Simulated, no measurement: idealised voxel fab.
process module | voxel local oxidation
cross-section cut | 165 nm wide | cells 5 nm
A cross-section is a grid of square cells, given in bands from the top down. A band is one or more rows of cells.
Each band's line starts with the height of the band's top and of its bottom, in nm. Then come its materials from left to right, each with its width in nm. One material with "throughout" fills the band from edge to edge. "air" is empty space.
Height 0 is the level under which the wafer as received is all one material. The lowest band goes on downwards, as in "0 down".
A width such as "30 to 40" changes by the same amount from each row of cells to the next, from the band's top row to its bottom row.
"no change" after a step means that no cell of the cross-section changed.
closed voids: empty space of 8 cells or more with no open way to the top, each as width x height at its distance from the left edge, in nm
after a step's settings: what the simulator itself notes on the step
overlay nm, on a step with a mask: how far to the right of its planned place the mask lay; to the left if negative
plan
1 op RECEIVE | material Si
2 op OXIDIZE | depth nm 5
3 op CONFORMAL_DEP | material SiN | thk nm 15
4 op PATTERN | tone cover | mask id ACTIVE | material resist | width nm 105 | thk nm 15 | overlay nm 0
5 op DIRECTIONAL_ETCH | etch materials SiN | depth nm 15
6 op STRIP | etch materials resist
7 op SELECTIVE_ETCH | etch materials SiO2 | depth nm 5
8 op OXIDIZE | depth nm 15
9 op STRIP | etch materials SiN
as received, after step 1
  0 down: Si throughout
  closed voids: none
first wafer at the end, as planned
  0 to -5: air 35 | SiO2 95 | air 35
  -5 to -20: SiO2 50 | Si 65 | SiO2 50
  -20 down: Si throughout
  closed voids: none
second wafer at the end: like start, like plan, one mistake
  0 to -5: air 35 | SiO2 100 | air 30
  -5 to -20: SiO2 50 | Si 70 | SiO2 45
  -20 down: Si throughout
  closed voids: none
what went wrong: step 4 ran as: op PATTERN | tone cover | mask id ACTIVE | material resist | width nm 110 | thk nm 15 | overlay nm 0
at the end the second wafer has, in cells: 3 more of Si | 2 fewer of SiO2
